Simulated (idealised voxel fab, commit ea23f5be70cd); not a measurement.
The following is a process module called voxel air gaps.
245 nm wide, 5 nm square cells: that's cross-section cut.
A cross-section is written here as square cells arranged in a grid, and it is given in bands from the top down, each band taking up one or more rows of cells. Quick guide to a band line: top height, bottom height (nm) up front; then every material left to right with its width in nm. Only one material and it's marked "everywhere"? Then it fills the band edge to edge. And "blank" just means empty space. Heights are measured from 0, the level below which the as-received wafer is all one material; the lowest band has no bottom and continues downward, written as in "0 and below". Quick explanation for "30->40": the width changes in equal steps down the rows of cells, from the first number in the band's top row to the second number in its bottom row. For the purposes of this document, the phrase "all unchanged" attached to a step denotes that no cell within the cross-section was modified by that step. Enclosed voids (no open way to top), threshold 8 cells or more, entry "Sealed-off cavities", notation width x height at distance, distance from left edge, nm. Formally, on a step line, whatever follows the settings is a remark that the simulator itself makes on the step. "overlay nm" answers the question of how far to the right of plan the mask lay on a step that has a mask, and when it is negative the answer is to the left.
**So here's the lineup of process steps we planned**
1. op RECEIVE | material Si
2. op CONFORMAL_DEP | material SiO2 | thk nm 10
3. op CONFORMAL_DEP | material SiN | thk nm 5
4. op DIRECTIONAL_DEP | material SiO2 | thk nm 35
5. op PATTERN | tone open | mask id LINES | material resist | width nm 20 | pitch nm 50 | thk nm 20 | overlay nm 0
6. op DIRECTIONAL_ETCH | etch materials SiO2 | depth nm 35
7. op STRIP | etch materials resist
8. op CONFORMAL_DEP | material TiN | thk nm 5
9. op FILL_DEP | material W | thk nm 10
10. op CMP | height nm 50
11. op EPI | material Ru | thk nm 10
12. op SELECTIVE_ETCH | etch materials SiO2 | depth nm 45
13. op CONFORMAL_DEP | material SiN | thk nm 5
**Wafer at receipt (post step 1), cross-section**
> 0 and below | Si everywhere
> Sealed-off cavities: none
**The cross-section shown corresponds to the wafer at the conclusion of the module. The initial structure and the process plan are those presented above; however, one mistake occurred in executing the plan**
> 55 down to 45 | SiN everywhere
> 45 down to 0 | SiO2 everywhere
> 0 and below | Si everywhere
> Sealed-off cavities: none
Deviation noted in wafer processing: the processing plan was not followed for steps 3 and 4, which were run with their positions exchanged
